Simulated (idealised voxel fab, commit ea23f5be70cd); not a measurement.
Name of the process module below: voxel air gaps
It is cross-section cut that appears here, measuring 285 nm in width, its square cells being 5 nm in size.
For the purposes of this document, a cross-section shall be understood as a grid of square cells, specified as bands listed in top-to-bottom order, each band consisting of one or more rows of cells. Look at the band entry: it leads with the top's height and the bottom's height in nm. Then it lists the materials left to right, with a width in nm for each. The word "full width" on a single material says that material fills the band edge to edge. The word "air" is empty space. Where do heights start? At 0: under that level the wafer as delivered is made of one material only. And the lowest band has no floor; it just carries on downward, as in "0..down". A width given as "30..40" starts at the first number in the band's top row and ends at the second number in its bottom row, shifting by an equal amount at every step from row to row. Step note "no change" = no cross-section cell changed. Closed empty spaces (no open way to the top) of 8 cells or more are what "Completely sealed voids" lists, each as width x height at distance from the left edge, nm for all three. Text after the settings on a step's line: the simulator's own remark on that step. On any step carrying a mask, the "overlay nm" setting, if present on the step's line, tells how far right of its planned place the mask lay; negative values point to the left.

This section lists the process steps that were planned
1,RECEIVE with material Si
2,CONFORMAL_DEP with material SiO2, thk nm 15
3,CONFORMAL_DEP with material SiN, thk nm 5
4,DIRECTIONAL_DEP with material lowk, thk nm 30
5,MASKED_ETCH with tone open, mask id LINES, width nm 15, pitch nm 50, etch materials lowk, depth nm 30, overlay nm 0
6,CONFORMAL_DEP with material TiN, thk nm 5
7,FILL_DEP with material Cu, thk nm 10
8,CMP with height nm 50
9,EPI with material Ru, thk nm 10
10,SELECTIVE_ETCH with etch materials lowk, depth nm 40
11,CONFORMAL_DEP with material SiN, thk nm 5
Split variable: width nm, step 5. Plan value = first wafer. Wafers start alike.

Cut through the first of several wafers as received, post step 1
- 0..down | Si full width
- Completely sealed voids: none

After the module's final step, step 11: the first of several wafers in cross-section
- 65..60 | 45 air, then 45 SiN, then 5 air, then 45 SiN, then 5 air, then 45 SiN, then 5 air, then 45 SiN, then 45 air
- 60..50 | 45 air, then 5 SiN, then 35 Ru, then 5 SiN, then 5 air, then 5 SiN, then 35 Ru, then 5 SiN, then 5 air, then 5 SiN, then 35 Ru, then 5 SiN, then 5 air, then 5 SiN, then 35 Ru, then 5 SiN, then 45 air
- 50..45 | 45 air, then 15 SiN, then 5 TiN, then 5 Cu, then 5 TiN, then 15 SiN, then 5 air, then 15 SiN, then 5 TiN, then 5 Cu, then 5 TiN, then 15 SiN, then 5 air, then 15 SiN, then 5 TiN, then 5 Cu, then 5 TiN, then 15 SiN, then 5 air, then 15 SiN, then 5 TiN, then 5 Cu, then 5 TiN, then 15 SiN, then 45 air
- 45..25 | 55 air, then 5 SiN, then 5 TiN, then 5 Cu, then 5 TiN, then 5 SiN, then 25 air, then 5 SiN, then 5 TiN, then 5 Cu, then 5 TiN, then 5 SiN, then 25 air, then 5 SiN, then 5 TiN, then 5 Cu, then 5 TiN, then 5 SiN, then 25 air, then 5 SiN, then 5 TiN, then 5 Cu, then 5 TiN, then 5 SiN, then 55 air
- 25..20 | 60 SiN, then 15 TiN, then 35 SiN, then 15 TiN, then 35 SiN, then 15 TiN, then 35 SiN, then 15 TiN, then 60 SiN
- 20..15 | SiN full width
- 15..0 | SiO2 full width
- 0..down | Si full width
- Completely sealed voids: none

End of module: cross-section, last of several wafers
- 65..60 | 35 air, then 215 SiN, then 35 air
- 60..50 | 35 air, then 5 SiN, then 205 Ru, then 5 SiN, then 35 air
- 50..45 | 35 air, then 15 SiN, then 5 TiN, then 25 Cu, then 5 TiN, then 15 lowk, then 5 TiN, then 25 Cu, then 5 TiN, then 15 lowk, then 5 TiN, then 25 Cu, then 5 TiN, then 15 lowk, then 5 TiN, then 25 Cu, then 5 TiN, then 15 SiN, then 35 air
- 45..25 | 45 air, then 5 SiN, then 5 TiN, then 25 Cu, then 5 TiN, then 15 lowk, then 5 TiN, then 25 Cu, then 5 TiN, then 15 lowk, then 5 TiN, then 25 Cu, then 5 TiN, then 15 lowk, then 5 TiN, then 25 Cu, then 5 TiN, then 5 SiN, then 45 air
- 25..20 | 50 SiN, then 35 TiN, then 15 lowk, then 35 TiN, then 15 lowk, then 35 TiN, then 15 lowk, then 35 TiN, then 50 SiN
- 20..15 | SiN full width
- 15..0 | SiO2 full width
- 0..down | Si full width
- Completely sealed voids: none

Basically each wafer gets a line in the table, showing it at the end of the module: material by material, the cells it gained (+) or lost (-) since we got it, then its closed voids
width nm 15, +20 Cu, +56 Ru, +210 SiN, +171 SiO2, +52 TiN, Completely sealed voids: none
width nm 20, +40 Cu, +64 Ru, +210 SiN, +171 SiO2, +56 TiN, Completely sealed voids: 20 x 20 at 80; 20 x 20 at 130; 20 x 20 at 180
width nm 25, +60 Cu, +72 Ru, +198 SiN, +171 SiO2, +60 TiN, Completely sealed voids: 15 x 20 at 85; 15 x 20 at 135; 15 x 20 at 185
width nm 30, +80 Cu, +80 Ru, +138 SiN, +171 SiO2, +64 TiN, +72 lowk, Completely sealed voids: none
width nm 35, +100 Cu, +82 Ru, +138 SiN, +171 SiO2, +68 TiN, +54 lowk, Completely sealed voids: none
